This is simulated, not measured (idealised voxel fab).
A process module follows: voxel self aligned vias.
We display cut, a cross-section 180 nm in width whose square cells are each 5 nm.
If you're reading a cross-section in this doc, picture square cells in a grid; it comes to you as bands, top ones listed first down to the bottom, and a band can be one or more rows of cells. The entry gives the band's vertical extent as a top height and a bottom height in nm, then its horizontal make-up as materials from left to right, each with a width in nm. "air" stands for empty space; a single material marked "full width" fills the band edge to edge. For the purposes of this specification, 0 denotes the height below which the wafer in its as-received condition is composed wholly of one material, and the lowermost band, lacking a lower limit, extends downward without end, as expressed in "0 and below". It should be noted that a width expressed as "30 to 40" varies in equal increments from row to row of cells within the band, taking the value of the first number at the top row and that of the second number at the bottom row. Key: "remained the same" - step with no changed cell in the cross-section. "Unvented cavities" contains a list of empty spaces, each no smaller than 8 cells and without an open way to the top, written in the form width x height at distance with the distance from the left edge and all three in nm. Formally, on a step line, whatever follows the settings is a remark that the simulator itself makes on the step. overlay nm: for a step with a mask, the amount by which the mask lay right of where it was planned; a negative amount means left of it.
-- So here's the lineup of process steps we planned
1) op RECEIVE | material Si
2) op CONFORMAL_DEP | material SiO2 | thk nm 10
3) op CONFORMAL_DEP | material SiCN | thk nm 5
4) op DIRECTIONAL_DEP | material lowk | thk nm 25
5) op MASKED_ETCH | tone open | mask id LINES | width nm 30 | pitch nm 75 | etch materials lowk | depth nm 25 | overlay nm 0
6) op CONFORMAL_DEP | material TiN | thk nm 5
7) op FILL_DEP | material Ru | thk nm 5
8) op CMP | height nm 40
9) op SELECTIVE_ETCH | etch materials W Ru TiN | depth nm 5
10) op FILL_DEP | material SiN | thk nm 5
11) op CMP | height nm 40
12) op DIRECTIONAL_DEP | material lowk | thk nm 20
13) op DIRECTIONAL_DEP | material aC | thk nm 15
14) op PATTERN | tone open | mask id VIAS | material resist | width nm 50 | pitch nm 75 | thk nm 30 | overlay nm -10
15) op DIRECTIONAL_ETCH | etch materials aC | depth nm 15
16) op STRIP | etch materials resist
17) op DIRECTIONAL_ETCH | etch materials lowk | depth nm 20
18) op DIRECTIONAL_ETCH | etch materials SiN | depth nm 5
19) op STRIP | etch materials aC
20) op CONFORMAL_DEP | material TiN | thk nm 5
21) op FILL_DEP | material Ru | thk nm 5
22) op CMP | height nm 60
23) op CONFORMAL_DEP | material SiN | thk nm 5
Heads up: all these wafers start the same, and what changes between them is the overlay nm in step 14. The value you see in the plan is just what the first wafer got.
-- Cross-section: the first of several wafers in its as-received state, i.e. following step 1
    0 and below = Si full width
    Unvented cavities: none
-- The cross-section of the first of several wafers is given below for the end of the module, after its final step, step 23
    65 down to 60 = SiN full width
    60 down to 45 = lowk (15) / TiN (5) / Ru (40) / TiN (5) / lowk (25) / TiN (5) / Ru (40) / TiN (5) / lowk (40)
    45 down to 40 = lowk (15) / TiN (25) / Ru (20) / TiN (5) / lowk (25) / TiN (25) / Ru (20) / TiN (5) / lowk (40)
    40 down to 35 = lowk (35) / TiN (30) / lowk (45) / TiN (30) / lowk (40)
    35 down to 20 = lowk (35) / TiN (5) / Ru (20) / TiN (5) / lowk (45) / TiN (5) / Ru (20) / TiN (5) / lowk (40)
    20 down to 15 = lowk (35) / TiN (30) / lowk (45) / TiN (30) / lowk (40)
    15 down to 10 = SiCN full width
    10 down to 0 = SiO2 full width
    0 and below = Si full width
    Unvented cavities: none
-- Cross-section at module completion, last wafer
    65 down to 60 = SiN full width
    60 down to 45 = lowk (40) / TiN (5) / Ru (40) / TiN (5) / lowk (25) / TiN (5) / Ru (40) / TiN (5) / lowk (15)
    45 down to 40 = lowk (40) / TiN (5) / Ru (15) / TiN (30) / lowk (25) / TiN (5) / Ru (15) / TiN (30) / lowk (15)
    40 down to 35 = lowk (35) / SiN (5) / TiN (25) / lowk (45) / SiN (5) / TiN (25) / lowk (40)
    35 down to 20 = lowk (35) / TiN (5) / Ru (20) / TiN (5) / lowk (45) / TiN (5) / Ru (20) / TiN (5) / lowk (40)
    20 down to 15 = lowk (35) / TiN (30) / lowk (45) / TiN (30) / lowk (40)
    15 down to 10 = SiCN full width
    10 down to 0 = SiO2 full width
    0 and below = Si full width
    Unvented cavities: none
-- Per wafer, end of module: cells gained (+) or lost (-) per material since receipt, then closed voids
overlay nm -10, +80 Ru, +36 SiCN, +36 SiN, +72 SiO2, +60 TiN, +184 lowk, Unvented cavities: none
overlay nm -5, +80 Ru, +36 SiCN, +36 SiN, +72 SiO2, +60 TiN, +184 lowk, Unvented cavities: none
overlay nm 0, +80 Ru, +36 SiCN, +36 SiN, +72 SiO2, +60 TiN, +184 lowk, Unvented cavities: none
overlay nm 5, +80 Ru, +36 SiCN, +36 SiN, +72 SiO2, +60 TiN, +184 lowk, Unvented cavities: none
overlay nm 10, +80 Ru, +36 SiCN, +36 SiN, +72 SiO2, +60 TiN, +184 lowk, Unvented cavities: none
overlay nm 15, +78 Ru, +36 SiCN, +38 SiN, +72 SiO2, +60 TiN, +184 lowk, Unvented cavities: none
